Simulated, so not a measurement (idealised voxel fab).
Process module under the name voxel self aligned vias
This is section cut - it's 180 nm across, gridded in 5 nm square cells.
Square cells in a grid make up a cross-section in this document, and the grid is given as bands, listed from the top down, each one or more rows of cells.
Per band: top height and bottom height in nm, followed by the left-to-right materials and their widths in nm; "full width" marks a single material spanning edge to edge, "air" marks empty space.
Height datum 0, below which the as-received substrate wafer is one material. Lowest band open at the bottom, running downward: "0 nm and below".
The width entry "30..40" should be interpreted row by row: the top row of cells in the band takes the first number, the bottom row takes the second number, and the change between adjacent rows is uniform throughout.
"no change" -> step changed no cross-section cell.
Entry "Enclosed void entries". Content: empty spaces with no open connection to the top, size 8 cells or greater. Each: width x height at distance. Distance: from left edge. Unit: nm.
What comes after the settings on a step's line is commentary from the simulator itself on that step.
A step's line can hold "overlay nm"; with a mask on that step, the setting says how far right of the planned place the mask lay, while a negative setting says it lay to the left.

-- Planned process steps
| 1 | RECEIVE | material Si |
| 2 | CONFORMAL_DEP | material SiO2 | thk nm 10 |
| 3 | CONFORMAL_DEP | material SiCN | thk nm 5 |
| 4 | DIRECTIONAL_DEP | material SiO2 | thk nm 20 |
| 5 | MASKED_ETCH | tone open | mask id LINES | width nm 25 | pitch nm 70 | etch materials SiO2 | depth nm 20 | overlay nm 0 |
| 6 | CONFORMAL_DEP | material TiN | thk nm 5 |
| 7 | FILL_DEP | material W | thk nm 10 |
| 8 | CMP | height nm 35 |
| 9 | SELECTIVE_ETCH | etch materials W Ru TiN | depth nm 5 |
| 10 | FILL_DEP | material SiN | thk nm 10 |
| 11 | CMP | height nm 35 |
| 12 | DIRECTIONAL_DEP | material SiO2 | thk nm 20 |
| 13 | PATTERN | tone open | mask id VIAS | material resist | width nm 45 | pitch nm 70 | thk nm 15 | overlay nm 0 |
| 14 | DIRECTIONAL_ETCH | etch materials SiO2 | depth nm 20 |
| 15 | DIRECTIONAL_ETCH | etch materials SiN | depth nm 5 |
| 16 | STRIP | etch materials resist |
| 17 | CONFORMAL_DEP | material TiN | thk nm 5 |
| 18 | FILL_DEP | material Cu | thk nm 10 |
| 19 | CMP | height nm 55 |
| 20 | CONFORMAL_DEP | material SiN | thk nm 5 |

-- Received-state cross-section, reflecting completion of step 1
- 0 nm and below  Si full width
- Enclosed void entries: none

-- Cross-section taken at module completion on the first of two wafers; processed per the plan
- 60 nm to 55 nm  SiN full width
- 55 nm to 40 nm  SiO2 30 nm | TiN 5 nm | Cu 35 nm | TiN 5 nm | SiO2 25 nm | TiN 5 nm | Cu 35 nm | TiN 5 nm | SiO2 35 nm
- 40 nm to 35 nm  SiO2 30 nm | TiN 15 nm | Cu 15 nm | TiN 15 nm | SiO2 25 nm | TiN 15 nm | Cu 15 nm | TiN 15 nm | SiO2 35 nm
- 35 nm to 30 nm  SiO2 40 nm | TiN 25 nm | SiO2 45 nm | TiN 25 nm | SiO2 45 nm
- 30 nm to 20 nm  SiO2 40 nm | TiN 5 nm | W 15 nm | TiN 5 nm | SiO2 45 nm | TiN 5 nm | W 15 nm | TiN 5 nm | SiO2 45 nm
- 20 nm to 15 nm  SiO2 40 nm | TiN 25 nm | SiO2 45 nm | TiN 25 nm | SiO2 45 nm
- 15 nm to 10 nm  SiCN full width
- 10 nm to 0 nm  SiO2 full width
- 0 nm and below  Si full width
- Enclosed void entries: none

-- second wafer at the end: like start, like plan, one mistake
- 60 nm to 55 nm  SiN full width
- 55 nm to 40 nm  SiO2 30 nm | SiN 5 nm | Cu 35 nm | SiN 5 nm | SiO2 25 nm | SiN 5 nm | Cu 35 nm | SiN 5 nm | SiO2 35 nm
- 40 nm to 35 nm  SiO2 30 nm | SiN 15 nm | Cu 15 nm | SiN 15 nm | SiO2 25 nm | SiN 15 nm | Cu 15 nm | SiN 15 nm | SiO2 35 nm
- 35 nm to 30 nm  SiO2 40 nm | SiN 25 nm | SiO2 45 nm | SiN 25 nm | SiO2 45 nm
- 30 nm to 20 nm  SiO2 40 nm | TiN 5 nm | W 15 nm | TiN 5 nm | SiO2 45 nm | TiN 5 nm | W 15 nm | TiN 5 nm | SiO2 45 nm
- 20 nm to 15 nm  SiO2 40 nm | TiN 25 nm | SiO2 45 nm | TiN 25 nm | SiO2 45 nm
- 15 nm to 10 nm  SiCN full width
- 10 nm to 0 nm  SiO2 full width
- 0 nm and below  Si full width
- Enclosed void entries: none
Plan not followed: step 17: run off-plan, actual operation and settings CONFORMAL_DEP | material SiN | thk nm 5
In the final state, the cell counts of the second wafer exceed or fall short of those of the first for the following materials: SiN: 34 more, TiN: 34 fewer
